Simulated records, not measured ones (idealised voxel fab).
Process module heading - voxel capacitor over wiring
FYI the section here is cut, 220 nm wide, cells are 5 nm squares.
If you're reading a cross-section in this doc, picture square cells in a grid; it comes to you as bands, top ones listed first down to the bottom, and a band can be one or more rows of cells.
Quick guide to a band line: top height, bottom height (nm) up front; then every material left to right with its width in nm. Only one material and it's marked "full width"? Then it fills the band edge to edge. And "blank" just means empty space.
Convention: height 0 is the level below which the wafer, as received, is all one material. The lowest band does not terminate at the bottom but continues downward, represented as "0..down".
So if you see something like "30 to 40" for the width, read it as the top row of the band sitting at the first number and the bottom row at the second, with every row in between moving by the same amount as the last.
"no alteration" (step): cross-section cells unchanged, all of them.
Closed-off voids of 8+ cells (no open route to the top) go in "Closed cavities", written width x height at distance from the left edge, in nm.
That trailing text on a step's line, after the settings, is the simulator's own remark on the step.
overlay nm: how far to the right of its planned place the mask lay on this masked step (negative: to the left).
**List of planned process steps**
1,RECEIVE, material Si
2,CONFORMAL_DEP, material SiO2, thk nm 15
3,CONFORMAL_DEP, material SiN, thk nm 5
4,DIRECTIONAL_DEP, material SiO2, thk nm 15
5,DIRECTIONAL_DEP, material aC, thk nm 10
6,PATTERN, tone open, mask id METAL_1, material resist, width nm 25, pitch nm 95, thk nm 30, overlay nm 0
7,DIRECTIONAL_ETCH, etch materials aC, depth nm 10
8,STRIP, etch materials resist
9,DIRECTIONAL_ETCH, etch materials SiO2, depth nm 15
10,DIRECTIONAL_ETCH, etch materials SiN, depth nm 5
11,STRIP, etch materials aC
12,CONFORMAL_DEP, material TiN, thk nm 5
13,FILL_DEP, material W, thk nm 10
14,CMP, height nm 35
15,CONFORMAL_DEP, material SiCN, thk nm 5
16,DIRECTIONAL_DEP, material lowk, thk nm 15
17,MASKED_ETCH, tone open, mask id PLUG_1, width nm 15, etch materials lowk, depth nm 15, overlay nm 0
18,MASKED_ETCH, tone open, mask id PLUG_1, width nm 15, etch materials SiCN, depth nm 5, overlay nm 0
19,EPI, material Ru, thk nm 10
20,EPI, material Ru, thk nm 10
21,DIRECTIONAL_DEP, material TiN, thk nm 5
22,DIRECTIONAL_DEP, material HfO2, thk nm 5
23,DIRECTIONAL_DEP, material TiN, thk nm 5
24,DIRECTIONAL_DEP, material aC, thk nm 10
25,PATTERN, tone cover, mask id UPPER_PLATE, material resist, width nm 75, thk nm 30, overlay nm 0
26,DIRECTIONAL_ETCH, etch materials aC, depth nm 10
27,STRIP, etch materials resist
28,DIRECTIONAL_ETCH, etch materials TiN, depth nm 5
29,DIRECTIONAL_ETCH, etch materials HfO2, depth nm 5
30,STRIP, etch materials aC
31,PATTERN, tone cover, mask id LOWER_PLATE, material resist, width nm 85, thk nm 15, overlay nm 0
32,DIRECTIONAL_ETCH, etch materials TiN, depth nm 5
33,STRIP, etch materials resist
34,FILL_DEP, material SiO2, thk nm 20
35,CMP, height nm 85
36,DIRECTIONAL_DEP, material aC, thk nm 10
37,PATTERN, tone open, mask id PLUG_2, material resist, width nm 15, thk nm 30, overlay nm 0
38,DIRECTIONAL_ETCH, etch materials aC, depth nm 10
39,STRIP, etch materials resist
40,DIRECTIONAL_ETCH, etch materials SiO2, depth nm 15
41,STRIP, etch materials aC
42,CONFORMAL_DEP, material TiN, thk nm 5
43,FILL_DEP, material Cu, thk nm 10
44,CMP, height nm 85
45,CONFORMAL_DEP, material SiCN, thk nm 5
**Received-state cross-section, reflecting completion of step 1**
  0..down  Si full width
  Closed cavities: none
**first wafer at the end, as planned**
  90..85  SiCN full width
  85..75  SiO2: 70, TiN: 5, Cu: 5, TiN: 5, SiO2: 135
  75..65  SiO2: 70 to 60, TiN: 15 to 75, SiO2: 135 to 85
  65..60  SiO2: 60, HfO2: 75, SiO2: 85
  60..55  SiO2: 55, TiN: 85, SiO2: 80
  55..40  lowk: 60, Ru: 15, lowk: 145
  40..35  SiCN: 60, Ru: 15, SiCN: 145
  35..20  SiO2: 50, TiN: 5, W: 15, TiN: 5, SiO2: 70, TiN: 5, W: 15, TiN: 5, SiO2: 50
  20..15  SiN: 50, TiN: 25, SiN: 70, TiN: 25, SiN: 50
  15..0  SiO2 full width
  0..down  Si full width
  Closed cavities: none
**Cross-section of the latter of the two wafers at module completion. It had an identical start and an identical plan to the former; in running it, one mistake was made**
  90..85  SiCN full width
  85..75  SiO2: 70, TiN: 5, Cu: 5, TiN: 5, SiO2: 135
  75..70  SiO2: 70, TiN: 15, SiO2: 135
  70..65  SiO2 full width
  65..60  SiO2: 60, TiN: 75, SiO2: 85
  60..55  SiO2: 60, HfO2: 75, SiO2: 85
  55..40  lowk: 60, Ru: 15, lowk: 145
  40..35  SiCN: 60, Ru: 15, SiCN: 145
  35..20  SiO2: 50, TiN: 5, W: 15, TiN: 5, SiO2: 70, TiN: 5, W: 15, TiN: 5, SiO2: 50
  20..15  SiN: 50, TiN: 25, SiN: 70, TiN: 25, SiN: 50
  15..0  SiO2 full width
  0..down  Si full width
  Closed cavities: none
Error vs. plan: step 21 of the plan got skipped, so it never ran
End of process, cell counts, second wafer against first, materials with more or fewer: +17 SiO2 | -17 TiN
